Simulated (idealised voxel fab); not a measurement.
process module | voxel trench capacitor
cross-section cut | 240 nm wide | cells 5 nm
A cross-section is a grid of square cells, given in bands from the top down. A band is one or more rows of cells.
Each band's line starts with the height of the band's top and of its bottom, in nm. Then come its materials from left to right, each with its width in nm. One material with "throughout" fills the band from edge to edge. "air" is empty space.
Height 0 is the level under which the wafer as received is all one material. The lowest band goes on downwards, as in "0 down".
A width such as "30 to 40" changes by the same amount from each row of cells to the next, from the band's top row to its bottom row.
"no change" after a step means that no cell of the cross-section changed.
closed voids: empty space of 8 cells or more with no open way to the top, each as width x height at its distance from the left edge, in nm
after a step's settings: what the simulator itself notes on the step
overlay nm, on a step with a mask: how far to the right of its planned place the mask lay; to the left if negative
plan
1 op RECEIVE | material Si
2 op CONFORMAL_DEP | material SiN | thk nm 10
3 op MASKED_ETCH | tone open | mask id TRENCH | width nm 25 | pitch nm 40 | etch materials SiN | depth nm 10 | overlay nm 0
4 op MASKED_ETCH | tone open | mask id TRENCH | width nm 25 | pitch nm 40 | etch materials Si | depth nm 25 | overlay nm 0
5 op CONFORMAL_DEP | material Al2O3 | thk nm 5
6 op CONFORMAL_DEP | material TiN | thk nm 5
7 op FILL_DEP | material W | thk nm 10
8 op CMP | height nm 10
as received, after step 1
  0 down: Si throughout
  closed voids: none
first wafer at the end, as planned
  10 to 0: SiN 45 | Al2O3 5 | TiN 5 | W 5 | TiN 5 | Al2O3 5 | SiN 15 | Al2O3 5 | TiN 5 | W 5 | TiN 5 | Al2O3 5 | SiN 15 | Al2O3 5 | TiN 5 | W 5 | TiN 5 | Al2O3 5 | SiN 15 | Al2O3 5 | TiN 5 | W 5 | TiN 5 | Al2O3 5 | SiN 50
  0 to -15: Si 45 | Al2O3 5 | TiN 5 | W 5 | TiN 5 | Al2O3 5 | Si 15 | Al2O3 5 | TiN 5 | W 5 | TiN 5 | Al2O3 5 | Si 15 | Al2O3 5 | TiN 5 | W 5 | TiN 5 | Al2O3 5 | Si 15 | Al2O3 5 | TiN 5 | W 5 | TiN 5 | Al2O3 5 | Si 50
  -15 to -20: Si 45 | Al2O3 5 | TiN 15 | Al2O3 5 | Si 15 | Al2O3 5 | TiN 15 | Al2O3 5 | Si 15 | Al2O3 5 | TiN 15 | Al2O3 5 | Si 15 | Al2O3 5 | TiN 15 | Al2O3 5 | Si 50
  -20 to -25: Si 45 | Al2O3 25 | Si 15 | Al2O3 25 | Si 15 | Al2O3 25 | Si 15 | Al2O3 25 | Si 50
  -25 down: Si throughout
  closed voids: none
second wafer at the end: like start, like plan, one mistake
  10 to 0: SiN 45 | Al2O3 5 | TiN 5 | W 5 | TiN 5 | Al2O3 5 | SiN 15 | Al2O3 5 | TiN 5 | W 5 | TiN 5 | Al2O3 5 | SiN 15 | Al2O3 5 | TiN 5 | W 5 | TiN 5 | Al2O3 5 | SiN 15 | Al2O3 5 | TiN 5 | W 5 | TiN 5 | Al2O3 5 | SiN 50
  0 to -40: Si 45 | Al2O3 5 | TiN 5 | W 5 | TiN 5 | Al2O3 5 | Si 15 | Al2O3 5 | TiN 5 | W 5 | TiN 5 | Al2O3 5 | Si 15 | Al2O3 5 | TiN 5 | W 5 | TiN 5 | Al2O3 5 | Si 15 | Al2O3 5 | TiN 5 | W 5 | TiN 5 | Al2O3 5 | Si 50
  -40 to -45: Si 45 | Al2O3 5 | TiN 15 | Al2O3 5 | Si 15 | Al2O3 5 | TiN 15 | Al2O3 5 | Si 15 | Al2O3 5 | TiN 15 | Al2O3 5 | Si 15 | Al2O3 5 | TiN 15 | Al2O3 5 | Si 50
  -45 to -50: Si 45 | Al2O3 25 | Si 15 | Al2O3 25 | Si 15 | Al2O3 25 | Si 15 | Al2O3 25 | Si 50
  -50 down: Si throughout
  closed voids: none
what went wrong: step 4 was run twice
at the end the second wafer has, in cells: 40 more of Al2O3 | 100 fewer of Si | 40 more of TiN | 20 more of W
